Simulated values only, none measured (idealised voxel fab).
process module | voxel trench capacitor
The cross-section on display is named cut; it measures 225 nm wide, and its cells are 5 nm squares.
Cross-section layout: square cells on a grid; listed as bands, top to bottom; a band spans one or more cell rows.
What a band's entry tells you: where the top is and where the bottom is, as heights in nm, and after that what lies inside, material by material from left to right, each with its width in nm. Empty space is written as the word "blank", and a single material marked with the word "full width" occupies the band from edge to edge.
The reference from which all heights are counted is 0, the level beneath which the as-received wafer is entirely one material; the lowest band, having no lower bound, proceeds downward and is written after the example "0 -> down".
The two numbers in a width such as "30..40" mark its ends across the band: the first belongs to the top row of cells, the second to the bottom row, and from each row to the next the width moves by the same amount.
The cross-section has no changed cell in any step marked "all unchanged".
Internal closed voids: empty space of 8 cells or more with no open way to the top, each as width x height at its distance from the left edge, in nm
It should be noted that, on the line of a given step, the content following the step's settings is a remark produced by the simulator itself with respect to that step.
overlay nm: on a step with a mask, how far right of its planned place the mask lay; negative means left.

# These are the steps we planned for the process
1. RECEIVE | material Si
2. CONFORMAL_DEP | material SiN | thk nm 10
3. PATTERN | tone open | mask id TRENCH | material resist | width nm 25 | pitch nm 50 | thk nm 20 | overlay nm 0
4. DIRECTIONAL_ETCH | etch materials SiN | depth nm 10
5. DIRECTIONAL_ETCH | etch materials Si | depth nm 30
6. STRIP | etch materials resist
7. CONFORMAL_DEP | material Al2O3 | thk nm 5
8. FILL_DEP | material polySi | thk nm 10
9. CMP | height nm 10

# First out of two wafers; run went to plan

# Wafer cross-section on receipt, i.e. after step 1
    0 -> down  Si full width
    Internal closed voids: none

# Cross-section: wafer state after step 2
    10 -> 0  SiN full width
    For the remainder of the cross-section, below 0, there is no change.

# Cross-section: wafer state after step 3
    30 -> 10  resist 50 nm; blank 25 nm; resist 25 nm; blank 25 nm; resist 25 nm; blank 25 nm; resist 50 nm
    For the remainder of the cross-section, below 10, there is no change.

# Cross-section: wafer state after step 4
    30 -> 10  resist 50 nm; blank 25 nm; resist 25 nm; blank 25 nm; resist 25 nm; blank 25 nm; resist 50 nm
    10 -> 0  SiN 50 nm; blank 25 nm; SiN 25 nm; blank 25 nm; SiN 25 nm; blank 25 nm; SiN 50 nm
    For the remainder of the cross-section, below 0, there is no change.

# Cross-section: wafer state after step 5
    30 -> 10  resist 50 nm; blank 25 nm; resist 25 nm; blank 25 nm; resist 25 nm; blank 25 nm; resist 50 nm
    10 -> 0  SiN 50 nm; blank 25 nm; SiN 25 nm; blank 25 nm; SiN 25 nm; blank 25 nm; SiN 50 nm
    0 -> -30  Si 50 nm; blank 25 nm; Si 25 nm; blank 25 nm; Si 25 nm; blank 25 nm; Si 50 nm
    For the remainder of the cross-section, below -30, there is no change.

# Cross-section: wafer state after step 6
    10 -> 0  SiN 50 nm; blank 25 nm; SiN 25 nm; blank 25 nm; SiN 25 nm; blank 25 nm; SiN 50 nm
    For the remainder of the cross-section, below 0, there is no change.

# Cross-section: wafer state after step 7
    15 -> 10  Al2O3 55 nm; blank 15 nm; Al2O3 35 nm; blank 15 nm; Al2O3 35 nm; blank 15 nm; Al2O3 55 nm
    10 -> 0  SiN 50 nm; Al2O3 5 nm; blank 15 nm; Al2O3 5 nm; SiN 25 nm; Al2O3 5 nm; blank 15 nm; Al2O3 5 nm; SiN 25 nm; Al2O3 5 nm; blank 15 nm; Al2O3 5 nm; SiN 50 nm
    0 -> -25  Si 50 nm; Al2O3 5 nm; blank 15 nm; Al2O3 5 nm; Si 25 nm; Al2O3 5 nm; blank 15 nm; Al2O3 5 nm; Si 25 nm; Al2O3 5 nm; blank 15 nm; Al2O3 5 nm; Si 50 nm
    -25 -> -30  Si 50 nm; Al2O3 25 nm; Si 25 nm; Al2O3 25 nm; Si 25 nm; Al2O3 25 nm; Si 50 nm
    For the remainder of the cross-section, below -30, there is no change.

# Cross-section: wafer state after step 8
    25 -> 15  polySi full width
    15 -> 10  Al2O3 55 nm; polySi 15 nm; Al2O3 35 nm; polySi 15 nm; Al2O3 35 nm; polySi 15 nm; Al2O3 55 nm
    10 -> 0  SiN 50 nm; Al2O3 5 nm; polySi 15 nm; Al2O3 5 nm; SiN 25 nm; Al2O3 5 nm; polySi 15 nm; Al2O3 5 nm; SiN 25 nm; Al2O3 5 nm; polySi 15 nm; Al2O3 5 nm; SiN 50 nm
    0 -> -25  Si 50 nm; Al2O3 5 nm; polySi 15 nm; Al2O3 5 nm; Si 25 nm; Al2O3 5 nm; polySi 15 nm; Al2O3 5 nm; Si 25 nm; Al2O3 5 nm; polySi 15 nm; Al2O3 5 nm; Si 50 nm
    For the remainder of the cross-section, below -25, there is no change.

# Cross-section: wafer state after step 9
    10 -> 0  SiN 50 nm; Al2O3 5 nm; polySi 15 nm; Al2O3 5 nm; SiN 25 nm; Al2O3 5 nm; polySi 15 nm; Al2O3 5 nm; SiN 25 nm; Al2O3 5 nm; polySi 15 nm; Al2O3 5 nm; SiN 50 nm
    For the remainder of the cross-section, below 0, there is no change.

# Second wafer, same starting conditions and recipe as the first, one mistake in executing it, nothing differs from the first up to and including step 4

# Cross-section of the second wafer at the time by which step 5 should have been completed according to the plan
    30 -> 10  resist 50 nm; blank 25 nm; resist 25 nm; blank 25 nm; resist 25 nm; blank 25 nm; resist 50 nm
    10 -> 0  SiN 50 nm; blank 25 nm; SiN 25 nm; blank 25 nm; SiN 25 nm; blank 25 nm; SiN 50 nm
    0 -> -60  Si 50 nm; blank 25 nm; Si 25 nm; blank 25 nm; Si 25 nm; blank 25 nm; Si 50 nm
    For the remainder of the cross-section, below -60, there is no change.

# Cross-section of the second wafer at the time by which step 6 should have been completed according to the plan
    10 -> 0  SiN 50 nm; blank 25 nm; SiN 25 nm; blank 25 nm; SiN 25 nm; blank 25 nm; SiN 50 nm
    For the remainder of the cross-section, below 0, there is no change.

# Cross-section of the second wafer at the time by which step 7 should have been completed according to the plan
    15 -> 10  Al2O3 55 nm; blank 15 nm; Al2O3 35 nm; blank 15 nm; Al2O3 35 nm; blank 15 nm; Al2O3 55 nm
    10 -> 0  SiN 50 nm; Al2O3 5 nm; blank 15 nm; Al2O3 5 nm; SiN 25 nm; Al2O3 5 nm; blank 15 nm; Al2O3 5 nm; SiN 25 nm; Al2O3 5 nm; blank 15 nm; Al2O3 5 nm; SiN 50 nm
    0 -> -55  Si 50 nm; Al2O3 5 nm; blank 15 nm; Al2O3 5 nm; Si 25 nm; Al2O3 5 nm; blank 15 nm; Al2O3 5 nm; Si 25 nm; Al2O3 5 nm; blank 15 nm; Al2O3 5 nm; Si 50 nm
    -55 -> -60  Si 50 nm; Al2O3 25 nm; Si 25 nm; Al2O3 25 nm; Si 25 nm; Al2O3 25 nm; Si 50 nm
    For the remainder of the cross-section, below -60, there is no change.

# Cross-section of the second wafer at the time by which step 8 should have been completed according to the plan
    25 -> 15  polySi full width
    15 -> 10  Al2O3 55 nm; polySi 15 nm; Al2O3 35 nm; polySi 15 nm; Al2O3 35 nm; polySi 15 nm; Al2O3 55 nm
    10 -> 0  SiN 50 nm; Al2O3 5 nm; polySi 15 nm; Al2O3 5 nm; SiN 25 nm; Al2O3 5 nm; polySi 15 nm; Al2O3 5 nm; SiN 25 nm; Al2O3 5 nm; polySi 15 nm; Al2O3 5 nm; SiN 50 nm
    0 -> -55  Si 50 nm; Al2O3 5 nm; polySi 15 nm; Al2O3 5 nm; Si 25 nm; Al2O3 5 nm; polySi 15 nm; Al2O3 5 nm; Si 25 nm; Al2O3 5 nm; polySi 15 nm; Al2O3 5 nm; Si 50 nm
    For the remainder of the cross-section, below -55, there is no change.

# Cross-section of the second wafer at the time by which step 9 should have been completed according to the plan
    10 -> 0  SiN 50 nm; Al2O3 5 nm; polySi 15 nm; Al2O3 5 nm; SiN 25 nm; Al2O3 5 nm; polySi 15 nm; Al2O3 5 nm; SiN 25 nm; Al2O3 5 nm; polySi 15 nm; Al2O3 5 nm; SiN 50 nm
    For the remainder of the cross-section, below 0, there is no change.
Short version of what went wrong: it should be noted that step 5 of the plan was executed twice
Final comparison by cell count, materials where the second wafer has more or fewer than the first: 36 more of Al2O3, 90 fewer of Si, 54 more of polySi
